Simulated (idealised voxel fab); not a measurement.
Process module, titled voxel gate over fins
This is section cut - it's 195 nm across, gridded in 5 nm square cells.
If you're reading a cross-section in this doc, picture square cells in a grid; it comes to you as bands, top ones listed first down to the bottom, and a band can be one or more rows of cells.
It is stipulated that each band's entry specify, in nanometres, the height of the top of the band and then that of its bottom, followed by the materials of the band in left-to-right sequence, each together with its width in nanometres. A single material marked by the word "all across" is understood to fill the band from edge to edge; the word "air" is understood to denote empty space.
Heights are measured from 0, the level below which the as-received wafer is all one material; the lowest band has no bottom and continues downward, written as in "0..down".
Top row gets the first number, bottom row gets the second, and each row in between changes by the same step: that is how a band width like "30->40" works.
No cell of the cross-section changed in a step that is given as "nothing changed".
Each empty space that has no open way to the top and spans at least 8 cells appears under "Fully sealed cavities" as width x height at distance, the distance counted from the left edge, all in nm.
Post-settings text on a step line: simulator's own remark regarding the step.
overlay nm: where the mask lay relative to plan, measured to the right, on steps with a mask; negatives go left.

The steps planned for the process are as follows
1,RECEIVE | material Si
2,CONFORMAL_DEP | material SiN | thk nm 5
3,DIRECTIONAL_DEP | material aC | thk nm 10
4,PATTERN | tone cover | mask id FINS | material resist | width nm 15 | pitch nm 40 | thk nm 25 | overlay nm 0
5,DIRECTIONAL_ETCH | etch materials aC | depth nm 10
6,STRIP | etch materials resist
7,DIRECTIONAL_ETCH | etch materials SiN | depth nm 5
8,DIRECTIONAL_ETCH | etch materials Si | depth nm 40
9,STRIP | etch materials aC
10,OXIDIZE | depth nm 5
11,FILL_DEP | material SiO2 | thk nm 15
12,CMP | height nm 5
13,SELECTIVE_ETCH | etch materials SiO2 | depth nm 15
14,STRIP | etch materials SiN
15,CONFORMAL_DEP | material HfO2 | thk nm 5
16,CONFORMAL_DEP | material TiN | thk nm 5
17,CONFORMAL_DEP | material TiAl | thk nm 5
18,CONFORMAL_DEP | material TiN | thk nm 5
19,FILL_DEP | material W | thk nm 10
20,CMP | height nm 25
21,CONFORMAL_DEP | material SiN | thk nm 10

Cross-section of the wafer as it came to us, i.e., already through step 1
* 0..down: Si all across
* Fully sealed cavities: none

Post-module cross-section of the first of two wafers (run per plan)
* 35..25: SiN all across
* 25..20: W all across
* 20..15: 55 W, then 85 TiN, then 55 W
* 15..10: 55 W, then 5 TiN, then 35 TiAl, then 5 TiN, then 35 TiAl, then 5 TiN, then 55 W
* 10..5: 60 TiN, then 5 TiAl, then 25 TiN, then 5 TiAl, then 5 TiN, then 5 TiAl, then 25 TiN, then 5 TiAl, then 60 TiN
* 5..0: 65 TiAl, then 5 TiN, then 15 HfO2, then 5 TiN, then 15 TiAl, then 5 TiN, then 15 HfO2, then 5 TiN, then 65 TiAl
* 0..-5: 70 TiN, then 5 HfO2, then 5 Si, then 5 HfO2, then 25 TiN, then 5 HfO2, then 5 Si, then 5 HfO2, then 70 TiN
* -5..-10: 75 HfO2, then 5 Si, then 35 HfO2, then 5 Si, then 75 HfO2
* -10..-45: 75 SiO2, then 5 Si, then 35 SiO2, then 5 Si, then 75 SiO2
* -45..down: Si all across
* Fully sealed cavities: none

Wafer two (of two), end-of-module cross-section: start = wafer one, plan = wafer one, one run mistake
* 35..25: SiN all across
* 25..20: W all across
* 20..15: 55 W, then 85 TiN, then 55 W
* 15..10: 55 W, then 5 TiN, then 35 TiAl, then 5 TiN, then 35 TiAl, then 5 TiN, then 55 W
* 10..5: 60 TiN, then 5 TiAl, then 25 TiN, then 5 TiAl, then 5 TiN, then 5 TiAl, then 25 TiN, then 5 TiAl, then 60 TiN
* 5..0: 65 TiAl, then 5 TiN, then 15 HfO2, then 5 TiN, then 15 TiAl, then 5 TiN, then 15 HfO2, then 5 TiN, then 65 TiAl
* 0..-5: 70 TiN, then 5 HfO2, then 5 Si, then 5 HfO2, then 25 TiN, then 5 HfO2, then 5 Si, then 5 HfO2, then 70 TiN
* -5..-10: 75 HfO2, then 5 Si, then 35 HfO2, then 5 Si, then 75 HfO2
* -10..-40: 75 SiO2, then 5 Si, then 35 SiO2, then 5 Si, then 75 SiO2
* -40..down: Si all across
* Fully sealed cavities: none
Finding, execution versus plan: note that step 8 departed from the planned setting and was carried out as DIRECTIONAL_ETCH | etch materials Si | depth nm 35
Cell-count delta at end, second wafer over first, by material: Si: 37 more, SiO2: 37 fewer
